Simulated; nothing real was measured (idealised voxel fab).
process module | voxel ribs on slabs
For reference, the cross-section in this document is cut, with width 190 nm and square cells of 5 nm.
Cross-section layout: square cells on a grid; listed as bands, top to bottom; a band spans one or more cell rows. This entry defines a band. It first specifies the height of the band's top and the height of its bottom in nm, and then specifies the band's materials from left to right, stating each material with its width in nm. The word "everywhere" identifies a single material that fills the band from edge to edge, while the word "blank" identifies empty space. For the purposes of this specification, 0 denotes the height below which the wafer in its as-received condition is composed wholly of one material, and the lowermost band, lacking a lower limit, extends downward without end, as expressed in "0 down". The expression "30..40" gives the width at the extremes of the band, the first number at its top row of cells and the second at its bottom row, with the width changing by equal amounts from each row to the next in between. Step note "everything unchanged" = no cross-section cell changed. Enclosed voids (no open way to top), threshold 8 cells or more, entry "Sealed cavities", notation width x height at distance, distance from left edge, nm. What comes after the settings on a step's line is commentary from the simulator itself on that step. overlay nm: on a step with a mask, how far right of its planned place the mask lay; negative means left.
LIST OF PLANNED PROCESS STEPS
step 1: op RECEIVE | material Si
step 2: op DIRECTIONAL_DEP | material SiO2 | thk nm 25
step 3: op DIRECTIONAL_DEP | material polySi | thk nm 25
step 4: op DIRECTIONAL_DEP | material aC | thk nm 15
step 5: op PATTERN | tone cover | mask id RIB | material resist | width nm 30 | thk nm 35 | overlay nm 0
step 6: op DIRECTIONAL_ETCH | etch materials aC | depth nm 15
step 7: op STRIP | etch materials resist
step 8: op DIRECTIONAL_ETCH | etch materials polySi | depth nm 10
step 9: op STRIP | etch materials aC
step 10: op MASKED_ETCH | tone cover | mask id SLAB | width nm 90 | etch materials polySi | depth nm 15 | overlay nm 0
step 11: op FILL_DEP | material SiO2 | thk nm 20
step 12: op CMP | height nm 65
step 13: op DIRECTIONAL_DEP | material W | thk nm 5
step 14: op PATTERN | tone cover | mask id HEATER | material resist | width nm 40 | thk nm 15 | overlay nm 0
step 15: op DIRECTIONAL_ETCH | etch materials W | depth nm 5
step 16: op STRIP | etch materials resist
step 17: op CONFORMAL_DEP | material SiO2 | thk nm 5
CROSS-SECTION OF THE WAFER AT RECEIPT, WHICH IS THE CONDITION AFTER STEP 1
  0 down  Si everywhere
  Sealed cavities: none
THE PLAN ABOVE WAS CARRIED OUT ON THE STARTING STRUCTURE ABOVE WITH ONE MISTAKE, AND THIS CROSS-SECTION SHOWS THE WAFER AT THE END OF THE MODULE
  75 to 50  SiO2 everywhere
  50 to 40  SiO2=80, polySi=30, SiO2=80
  40 to 25  SiO2=50, polySi=90, SiO2=50
  25 to 0  SiO2 everywhere
  0 down  Si everywhere
  Sealed cavities: none
Deviation from plan: step 13 did not happen as planned, as run it was op DIRECTIONAL_DEP | material SiO2 | thk nm 5
